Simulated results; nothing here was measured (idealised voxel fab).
This section sets out a process module, namely voxel trench capacitor.
Square cell edge 5 nm, section width 265 nm, ID cut.
Think of the cross-section as a grid of square cells. We describe it in bands, top to bottom, and each band covers one or more rows of those cells. Each band's line starts with the height of the band's top and of its bottom, in nm. Then come its materials from left to right, each with its width in nm. One material with "everywhere" fills the band from edge to edge. "empty" is empty space. Heads up on the height convention: 0 is the point under which the incoming wafer is all one material, and the lowest band has no bottom, it just keeps going down, like "0..down". So if you see something like "30 to 40" for the width, read it as the top row of the band sitting at the first number and the bottom row at the second, with every row in between moving by the same amount as the last. Key: "identical to before" - step with no changed cell in the cross-section. The label "Enclosed void catalog" introduces a list of the empty spaces, 8 cells or larger, that have no open way up to the top; each entry in it reads width x height at distance, where the distance is taken from the left edge and all three are stated in nm. Note: text after step settings on the step line = simulator remark on that step. The "overlay nm" setting may appear on a step's line; for a step that uses a mask, it gives how far to the right of its planned position the mask lay, and a negative value indicates the left.

Steps planned for the process
1) RECEIVE with material Si
2) CONFORMAL_DEP with material SiN, thk nm 10
3) DIRECTIONAL_DEP with material aC, thk nm 15
4) PATTERN with tone open, mask id TRENCH, material resist, width nm 20, pitch nm 45, thk nm 35, overlay nm 0
5) DIRECTIONAL_ETCH with etch materials aC, depth nm 15
6) STRIP with etch materials resist
7) DIRECTIONAL_ETCH with etch materials SiN, depth nm 10
8) DIRECTIONAL_ETCH with etch materials Si, depth nm 40
9) STRIP with etch materials aC
10) CONFORMAL_DEP with material Al2O3, thk nm 5
11) FILL_DEP with material polySi, thk nm 5
12) CMP with height nm 10

First of two wafers: run as planned

Cross-sectional view of the wafer in its as-received condition, corresponding to the state after step 1
> 0..down  Si everywhere
> Enclosed void catalog: none

Wafer xsec, post step 2
> 10..0  SiN everywhere
> Everything below 0 is unchanged.

Wafer xsec, post step 3
> 25..10  aC everywhere
> Everything below 10 is unchanged.

Wafer xsec, post step 4
> 60..25  resist=75; empty=20; resist=25; empty=20; resist=25; empty=20; resist=80
> Everything below 25 is unchanged.

Wafer xsec, post step 5
> 45..25  resist=75; empty=20; resist=25; empty=20; resist=25; empty=20; resist=80
> 25..10  aC=75; empty=20; aC=25; empty=20; aC=25; empty=20; aC=80
> Everything below 10 is unchanged.

Wafer xsec, post step 6
> 25..10  aC=75; empty=20; aC=25; empty=20; aC=25; empty=20; aC=80
> Everything below 10 is unchanged.

Wafer xsec, post step 7
> 25..10  aC=75; empty=20; aC=25; empty=20; aC=25; empty=20; aC=80
> 10..0  SiN=75; empty=20; SiN=25; empty=20; SiN=25; empty=20; SiN=80
> Everything below 0 is unchanged.

Wafer xsec, post step 8
> 25..10  aC=75; empty=20; aC=25; empty=20; aC=25; empty=20; aC=80
> 10..0  SiN=75; empty=20; SiN=25; empty=20; SiN=25; empty=20; SiN=80
> 0..-40  Si=75; empty=20; Si=25; empty=20; Si=25; empty=20; Si=80
> Everything below -40 is unchanged.

Wafer xsec, post step 9
> 10..0  SiN=75; empty=20; SiN=25; empty=20; SiN=25; empty=20; SiN=80
> Everything below 0 is unchanged.

Wafer xsec, post step 10
> 15..10  Al2O3=80; empty=10; Al2O3=35; empty=10; Al2O3=35; empty=10; Al2O3=85
> 10..0  SiN=75; Al2O3=5; empty=10; Al2O3=5; SiN=25; Al2O3=5; empty=10; Al2O3=5; SiN=25; Al2O3=5; empty=10; Al2O3=5; SiN=80
> 0..-35  Si=75; Al2O3=5; empty=10; Al2O3=5; Si=25; Al2O3=5; empty=10; Al2O3=5; Si=25; Al2O3=5; empty=10; Al2O3=5; Si=80
> -35..-40  Si=75; Al2O3=20; Si=25; Al2O3=20; Si=25; Al2O3=20; Si=80
> Everything below -40 is unchanged.

Wafer xsec, post step 11
> 20..15  polySi everywhere
> 15..10  Al2O3=80; polySi=10; Al2O3=35; polySi=10; Al2O3=35; polySi=10; Al2O3=85
> 10..0  SiN=75; Al2O3=5; polySi=10; Al2O3=5; SiN=25; Al2O3=5; polySi=10; Al2O3=5; SiN=25; Al2O3=5; polySi=10; Al2O3=5; SiN=80
> 0..-35  Si=75; Al2O3=5; polySi=10; Al2O3=5; Si=25; Al2O3=5; polySi=10; Al2O3=5; Si=25; Al2O3=5; polySi=10; Al2O3=5; Si=80
> Everything below -35 is unchanged.

Wafer xsec, post step 12
> 10..0  SiN=75; Al2O3=5; polySi=10; Al2O3=5; SiN=25; Al2O3=5; polySi=10; Al2O3=5; SiN=25; Al2O3=5; polySi=10; Al2O3=5; SiN=80
> Everything below 0 is unchanged.

Second wafer, same starting conditions and recipe as the first, one mistake in executing it, nothing differs from the first up to and including step 7

Second wafer profile in section, at the moment step 8 of the plan was meant to be complete
> 25..10  aC=75; empty=20; aC=25; empty=20; aC=25; empty=20; aC=80
> 10..0  SiN=75; empty=20; SiN=25; empty=20; SiN=25; empty=20; SiN=80
> 0..-50  Si=75; empty=20; Si=25; empty=20; Si=25; empty=20; Si=80
> Everything below -50 is unchanged.

Second wafer profile in section, at the moment step 9 of the plan was meant to be complete
> 10..0  SiN=75; empty=20; SiN=25; empty=20; SiN=25; empty=20; SiN=80
> Everything below 0 is unchanged.

Second wafer profile in section, at the moment step 10 of the plan was meant to be complete
> 15..10  Al2O3=80; empty=10; Al2O3=35; empty=10; Al2O3=35; empty=10; Al2O3=85
> 10..0  SiN=75; Al2O3=5; empty=10; Al2O3=5; SiN=25; Al2O3=5; empty=10; Al2O3=5; SiN=25; Al2O3=5; empty=10; Al2O3=5; SiN=80
> 0..-45  Si=75; Al2O3=5; empty=10; Al2O3=5; Si=25; Al2O3=5; empty=10; Al2O3=5; Si=25; Al2O3=5; empty=10; Al2O3=5; Si=80
> -45..-50  Si=75; Al2O3=20; Si=25; Al2O3=20; Si=25; Al2O3=20; Si=80
> Everything below -50 is unchanged.

Second wafer profile in section, at the moment step 11 of the plan was meant to be complete
> 20..15  polySi everywhere
> 15..10  Al2O3=80; polySi=10; Al2O3=35; polySi=10; Al2O3=35; polySi=10; Al2O3=85
> 10..0  SiN=75; Al2O3=5; polySi=10; Al2O3=5; SiN=25; Al2O3=5; polySi=10; Al2O3=5; SiN=25; Al2O3=5; polySi=10; Al2O3=5; SiN=80
> 0..-45  Si=75; Al2O3=5; polySi=10; Al2O3=5; Si=25; Al2O3=5; polySi=10; Al2O3=5; Si=25; Al2O3=5; polySi=10; Al2O3=5; Si=80
> Everything below -45 is unchanged.

Second wafer profile in section, at the moment step 12 of the plan was meant to be complete
> 10..0  SiN=75; Al2O3=5; polySi=10; Al2O3=5; SiN=25; Al2O3=5; polySi=10; Al2O3=5; SiN=25; Al2O3=5; polySi=10; Al2O3=5; SiN=80
> Everything below 0 is unchanged.
What went wrong in running the wafer? step 8, actual vs plan mismatch, actual run DIRECTIONAL_ETCH with etch materials Si, depth nm 50
Materials where the second wafer ends with more or fewer cells than the first: 12 more of Al2O3 | 24 fewer of Si | 12 more of polySi
